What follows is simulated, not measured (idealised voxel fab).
voxel fin reveal: a process module
cross-section cut | 295 nm wide | cells 5 nm
Cross-section format: a grid of square cells, given as bands from top to bottom; each band is one or more rows of cells. What a band's entry tells you: where the top is and where the bottom is, as heights in nm, and after that what lies inside, material by material from left to right, each with its width in nm. Empty space is written as the word "blank", and a single material marked with the word "full width" occupies the band from edge to edge. Heights are expressed relative to 0, this being the level below which the as-received wafer comprises one material exclusively. The lowest band is unbounded in the downward direction and is denoted as in "from 0 down". A two-number width, for instance "30->40", indicates that the width is equal to the first number in the top row of the band and to the second number in the bottom row, and that it changes by a constant amount per row of cells. The cross-section has no changed cell in any step marked "no modifications". You'll see "Sealed void listing" listing empty spaces that have no way open to the top, as long as they're 8 cells or more; the notation is width x height at distance, where the distance is from the left edge, and all of it is in nm. If you see something after the settings on a step's line, that's the simulator's own remark about that step. What "overlay nm" on a step's line means: if the step has a mask, that mask lay this far to the right of its planned place, or, when the value is negative, to the left.

## Planned step list for the process
- 1: RECEIVE,material Si
- 2: CONFORMAL_DEP,material SiN,thk nm 10
- 3: PATTERN,tone cover,mask id FINS,material resist,width nm 15,pitch nm 40,thk nm 20,overlay nm 0
- 4: DIRECTIONAL_ETCH,etch materials SiN,depth nm 10
- 5: DIRECTIONAL_ETCH,etch materials Si,depth nm 30
- 6: STRIP,etch materials resist
- 7: FILL_DEP,material SiO2,thk nm 5
- 8: CMP,height nm 10
- 9: SELECTIVE_ETCH,etch materials SiO2,depth nm 25
- 10: STRIP,etch materials SiN
- 11: CONFORMAL_DEP,material SiO2,thk nm 5

## So, the first of our two wafers, run just as we planned it

## As-received state of the wafer in cross-section, equivalent to post-step 1
	from 0 down = Si full width
	Sealed void listing: none

## Wafer section view after processing step 2
	from 10 to 0 = SiN full width
	Under 0: no change, same as before.

## Wafer section view after processing step 3
	from 30 to 10 = blank (100) | resist (15) | blank (25) | resist (15) | blank (25) | resist (15) | blank (100)
	Under 10: no change, same as before.

## Wafer section view after processing step 4
	from 30 to 10 = blank (100) | resist (15) | blank (25) | resist (15) | blank (25) | resist (15) | blank (100)
	from 10 to 0 = blank (100) | SiN (15) | blank (25) | SiN (15) | blank (25) | SiN (15) | blank (100)
	Under 0: no change, same as before.

## Wafer section view after processing step 5
	from 30 to 10 = blank (100) | resist (15) | blank (25) | resist (15) | blank (25) | resist (15) | blank (100)
	from 10 to 0 = blank (100) | SiN (15) | blank (25) | SiN (15) | blank (25) | SiN (15) | blank (100)
	from 0 to -30 = blank (100) | Si (15) | blank (25) | Si (15) | blank (25) | Si (15) | blank (100)
	Under -30: no change, same as before.

## Wafer section view after processing step 6
	from 10 to 0 = blank (100) | SiN (15) | blank (25) | SiN (15) | blank (25) | SiN (15) | blank (100)
	Under 0: no change, same as before.

## Wafer section view after processing step 7
	from 15 to 10 = SiO2 full width
	from 10 to 0 = SiO2 (100) | SiN (15) | SiO2 (25) | SiN (15) | SiO2 (25) | SiN (15) | SiO2 (100)
	from 0 to -30 = SiO2 (100) | Si (15) | SiO2 (25) | Si (15) | SiO2 (25) | Si (15) | SiO2 (100)
	Under -30: no change, same as before.

## Wafer section view after processing step 8
	from 10 to 0 = SiO2 (100) | SiN (15) | SiO2 (25) | SiN (15) | SiO2 (25) | SiN (15) | SiO2 (100)
	Under 0: no change, same as before.

## Wafer section view after processing step 9
	from 10 to 0 = blank (100) | SiN (15) | blank (25) | SiN (15) | blank (25) | SiN (15) | blank (100)
	from 0 to -15 = blank (100) | Si (15) | blank (25) | Si (15) | blank (25) | Si (15) | blank (100)
	Under -15: no change, same as before.

## Wafer section view after processing step 10
	from 0 to -15 = blank (100) | Si (15) | blank (25) | Si (15) | blank (25) | Si (15) | blank (100)
	Under -15: no change, same as before.

## Wafer section view after processing step 11
	from 5 to 0 = blank (95) | SiO2 (25) | blank (15) | SiO2 (25) | blank (15) | SiO2 (25) | blank (95)
	from 0 to -10 = blank (95) | SiO2 (5) | Si (15) | SiO2 (5) | blank (15) | SiO2 (5) | Si (15) | SiO2 (5) | blank (15) | SiO2 (5) | Si (15) | SiO2 (5) | blank (95)
	from -10 to -30 = SiO2 (100) | Si (15) | SiO2 (25) | Si (15) | SiO2 (25) | Si (15) | SiO2 (100)
	Under -30: no change, same as before.

## Wafer two of two - same starting point, same process plan, one mistake in execution; matches wafer one up to and including step 2

## The second wafer in cross-section, at the planned close of step 3
	from 30 to 10 = resist (100) | blank (15) | resist (25) | blank (15) | resist (25) | blank (15) | resist (100)
	Under 10: no change, same as before.

## The second wafer in cross-section, at the planned close of step 4
	from 30 to 10 = resist (100) | blank (15) | resist (25) | blank (15) | resist (25) | blank (15) | resist (100)
	from 10 to 0 = SiN (100) | blank (15) | SiN (25) | blank (15) | SiN (25) | blank (15) | SiN (100)
	Under 0: no change, same as before.

## The second wafer in cross-section, at the planned close of step 5
	from 30 to 10 = resist (100) | blank (15) | resist (25) | blank (15) | resist (25) | blank (15) | resist (100)
	from 10 to 0 = SiN (100) | blank (15) | SiN (25) | blank (15) | SiN (25) | blank (15) | SiN (100)
	from 0 to -30 = Si (100) | blank (15) | Si (25) | blank (15) | Si (25) | blank (15) | Si (100)
	Under -30: no change, same as before.

## The second wafer in cross-section, at the planned close of step 6
	from 10 to 0 = SiN (100) | blank (15) | SiN (25) | blank (15) | SiN (25) | blank (15) | SiN (100)
	Under 0: no change, same as before.

## The second wafer in cross-section, at the planned close of step 7
	from 15 to 10 = SiO2 full width
	from 10 to 0 = SiN (100) | SiO2 (15) | SiN (25) | SiO2 (15) | SiN (25) | SiO2 (15) | SiN (100)
	from 0 to -30 = Si (100) | SiO2 (15) | Si (25) | SiO2 (15) | Si (25) | SiO2 (15) | Si (100)
	Under -30: no change, same as before.

## The second wafer in cross-section, at the planned close of step 8
	from 10 to 0 = SiN (100) | SiO2 (15) | SiN (25) | SiO2 (15) | SiN (25) | SiO2 (15) | SiN (100)
	Under 0: no change, same as before.

## The second wafer in cross-section, at the planned close of step 9
	from 10 to 0 = SiN (100) | blank (15) | SiN (25) | blank (15) | SiN (25) | blank (15) | SiN (100)
	from 0 to -15 = Si (100) | blank (15) | Si (25) | blank (15) | Si (25) | blank (15) | Si (100)
	Under -15: no change, same as before.

## The second wafer in cross-section, at the planned close of step 10
	from 0 to -15 = Si (100) | blank (15) | Si (25) | blank (15) | Si (25) | blank (15) | Si (100)
	Under -15: no change, same as before.

## The second wafer in cross-section, at the planned close of step 11
	from 5 to 0 = SiO2 (105) | blank (5) | SiO2 (35) | blank (5) | SiO2 (35) | blank (5) | SiO2 (105)
	from 0 to -10 = Si (100) | SiO2 (5) | blank (5) | SiO2 (5) | Si (25) | SiO2 (5) | blank (5) | SiO2 (5) | Si (25) | SiO2 (5) | blank (5) | SiO2 (5) | Si (100)
	from -10 to -30 = Si (100) | SiO2 (15) | Si (25) | SiO2 (15) | Si (25) | SiO2 (15) | Si (100)
	Under -30: no change, same as before.
What went wrong in running the wafer? note that step 3 departed from the planned setting and was carried out as PATTERN,tone open,mask id FINS,material resist,width nm 15,pitch nm 40,thk nm 20,overlay nm 0
Final comparison by cell count, materials where the second wafer has more or fewer than the first: 246 more of Si | 123 fewer of SiO2
